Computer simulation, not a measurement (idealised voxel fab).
process module | voxel transistor to metal
cross-section cut | 150 nm wide | cells 5 nm
A cross-section is a grid of square cells, given in bands from the top down. A band is one or more rows of cells.
Each band's line starts with the height of the band's top and of its bottom, in nm. Then come its materials from left to right, each with its width in nm. One material with "throughout" fills the band from edge to edge. "air" is empty space.
Height 0 is the level under which the wafer as received is all one material. The lowest band goes on downwards, as in "0 down".
A width such as "30 to 40" changes by the same amount from each row of cells to the next, from the band's top row to its bottom row.
"no change" after a step means that no cell of the cross-section changed.
closed voids: empty space of 8 cells or more with no open way to the top, each as width x height at its distance from the left edge, in nm
after a step's settings: what the simulator itself notes on the step
overlay nm, on a step with a mask: how far to the right of its planned place the mask lay; to the left if negative
plan
1 op RECEIVE | material Si
2 op OXIDIZE | depth nm 5
3 op CONFORMAL_DEP | material SiN | thk nm 5
4 op MASKED_ETCH | tone cover | mask id ACTIVE | width nm 95 | etch materials SiN | depth nm 10 | overlay nm 0
5 op MASKED_ETCH | tone cover | mask id ACTIVE | width nm 95 | etch materials SiO2 | depth nm 5 | overlay nm 0
6 op MASKED_ETCH | tone cover | mask id ACTIVE | width nm 95 | etch materials Si | depth nm 25 | overlay nm 0
7 op FILL_DEP | material SiO2 | thk nm 15
8 op CMP | height nm 10
9 op SELECTIVE_ETCH | etch materials SiO2 | depth nm 10
10 op STRIP | etch materials SiN
11 op SELECTIVE_ETCH | etch materials SiO2 | depth nm 5
12 op OXIDIZE | depth nm 5
13 op DIRECTIONAL_DEP | material polySi | thk nm 25
14 op DIRECTIONAL_DEP | material SiCN | thk nm 15
15 op PATTERN | tone cover | mask id GATE | material resist | width nm 25 | thk nm 20 | overlay nm 0
16 op DIRECTIONAL_ETCH | etch materials SiCN | depth nm 25
17 op DIRECTIONAL_ETCH | etch materials polySi | depth nm 35
18 op STRIP | etch materials resist
19 op CONFORMAL_DEP | material SiO2 | thk nm 5
20 op DIRECTIONAL_ETCH | etch materials SiO2 | depth nm 5
21 op CONFORMAL_DEP | material SiN | thk nm 5
22 op DIRECTIONAL_ETCH | etch materials SiN | depth nm 5
23 op DIRECTIONAL_ETCH | etch materials SiO2 | depth nm 5
24 op DIRECTIONAL_ETCH | etch materials Si | depth nm 10
25 op EPI | material SiGe | thk nm 10
26 op FILL_DEP | material SiO2 | thk nm 10
27 op CMP | height nm 35
28 op DIRECTIONAL_DEP | material SiO2 | thk nm 10
29 op MASKED_ETCH | tone open | mask id CONTACT | width nm 25 | pitch nm 60 | etch materials SiO2 | depth nm 55 | overlay nm 0
30 op CONFORMAL_DEP | material TiN | thk nm 5
31 op FILL_DEP | material Ru | thk nm 5
32 op CMP | height nm 45
33 op DIRECTIONAL_DEP | material TiN | thk nm 5
34 op DIRECTIONAL_DEP | material Ru | thk nm 20
35 op PATTERN | tone cover | mask id METAL_1 | material resist | width nm 15 | pitch nm 70 | thk nm 20 | overlay nm 0
36 op DIRECTIONAL_ETCH | etch materials Ru | depth nm 20
37 op DIRECTIONAL_ETCH | etch materials TiN | depth nm 5
38 op STRIP | etch materials resist
39 op CONFORMAL_DEP | material SiN | thk nm 5
40 op FILL_DEP | material SiO2 | thk nm 5
41 op CMP | height nm 70
42 op CONFORMAL_DEP | material SiN | thk nm 5
varied across the wafers: thk nm of step 3. The plan shows the first wafer's value. All wafers start alike
first wafer as received, after step 1
  0 down: Si throughout
  closed voids: none
first wafer at the end, after step 42
  75 to 70: SiN throughout
  70 to 50: SiO2 25 | SiN 5 | Ru 15 | SiN 5 | SiO2 45 | SiN 5 | Ru 15 | SiN 5 | SiO2 30
  50 to 45: SiN 30 | TiN 15 | SiN 55 | TiN 15 | SiN 35
  45 to 35: SiO2 30 | TiN 5 | Ru 15 to 10 | TiN 5 to 10 | SiO2 35 | TiN 5 to 10 | Ru 15 to 10 | TiN 5 | SiO2 35
  35 to 20: SiO2 30 | TiN 5 | Ru 10 | TiN 5 | SiN 5 | SiO2 5 | SiCN 25 | SiO2 5 | SiN 5 | TiN 5 | Ru 10 | TiN 5 | SiO2 35
  20 to 5: SiO2 30 | TiN 5 | Ru 10 | TiN 5 | SiN 5 | SiO2 5 | polySi 25 | SiO2 5 | SiN 5 | TiN 5 | Ru 10 | TiN 5 | SiO2 35
  5 to 0: SiO2 30 | TiN 20 | SiN 5 | SiO2 5 | polySi 25 | SiO2 5 | SiN 5 | TiN 20 | SiO2 35
  0 to -5: SiO2 30 | TiN 10 | SiGe 10 | SiN 5 | SiO2 5 | polySi 25 | SiO2 5 | SiN 5 | SiGe 10 | TiN 10 | SiO2 35
  -5 to -10: SiO2 30 | TiN 10 | SiGe 10 | SiO2 45 | SiGe 10 | TiN 10 | SiO2 35
  -10 to -20: SiO2 25 | SiGe 25 | Si 45 | SiGe 25 | SiO2 30
  -20 to -30: SiO2 25 | Si 95 | SiO2 30
  -30 down: Si throughout
  closed voids: none
last wafer at the end
  75 to 70: SiN throughout
  70 to 50: SiO2 25 | SiN 5 | Ru 15 | SiN 5 | SiO2 45 | SiN 5 | Ru 15 | SiN 5 | SiO2 30
  50 to 45: SiN 30 | TiN 15 | SiN 55 | TiN 15 | SiN 35
  45 to 35: SiO2 30 | TiN 5 | Ru 15 to 10 | TiN 5 to 10 | SiO2 35 | TiN 5 to 10 | Ru 15 to 10 | TiN 5 | SiO2 35
  35 to 20: SiO2 30 | TiN 5 | Ru 10 | TiN 5 | SiN 5 | SiO2 5 | SiCN 25 | SiO2 5 | SiN 5 | TiN 5 | Ru 10 | TiN 5 | SiO2 35
  20 to 5: SiO2 30 | TiN 5 | Ru 10 | TiN 5 | SiN 5 | SiO2 5 | polySi 25 | SiO2 5 | SiN 5 | TiN 5 | Ru 10 | TiN 5 | SiO2 35
  5 to 0: SiO2 30 | TiN 20 | SiN 5 | SiO2 5 | polySi 25 | SiO2 5 | SiN 5 | TiN 20 | SiO2 35
  0 to -5: SiO2 30 | TiN 10 | SiGe 10 | SiN 5 | SiO2 5 | polySi 25 | SiO2 5 | SiN 5 | SiGe 10 | TiN 10 | SiO2 35
  -5 to -10: SiO2 30 | TiN 10 | SiGe 10 | SiO2 45 | SiGe 10 | TiN 10 | SiO2 35
  -10 to -20: SiGe 50 | Si 45 | SiGe 55
  -20 down: Si throughout
  closed voids: none
each wafer at the end: cells of each material gained (+) or lost (-) since it was received, then its closed voids
thk nm 5 | +58 Ru | -124 Si | +15 SiCN | +28 SiGe | +86 SiN | +306 SiO2 | +56 TiN | +25 polySi | closed voids: none
thk nm 10 | +58 Ru | -124 Si | +15 SiCN | +28 SiGe | +86 SiN | +306 SiO2 | +56 TiN | +25 polySi | closed voids: none
thk nm 15 | +58 Ru | -102 Si | +15 SiCN | +50 SiGe | +86 SiN | +262 SiO2 | +56 TiN | +25 polySi | closed voids: none
thk nm 20 | +58 Ru | -102 Si | +15 SiCN | +50 SiGe | +86 SiN | +262 SiO2 | +56 TiN | +25 polySi | closed voids: none
thk nm 25 | +58 Ru | -102 Si | +15 SiCN | +50 SiGe | +86 SiN | +262 SiO2 | +56 TiN | +25 polySi | closed voids: none
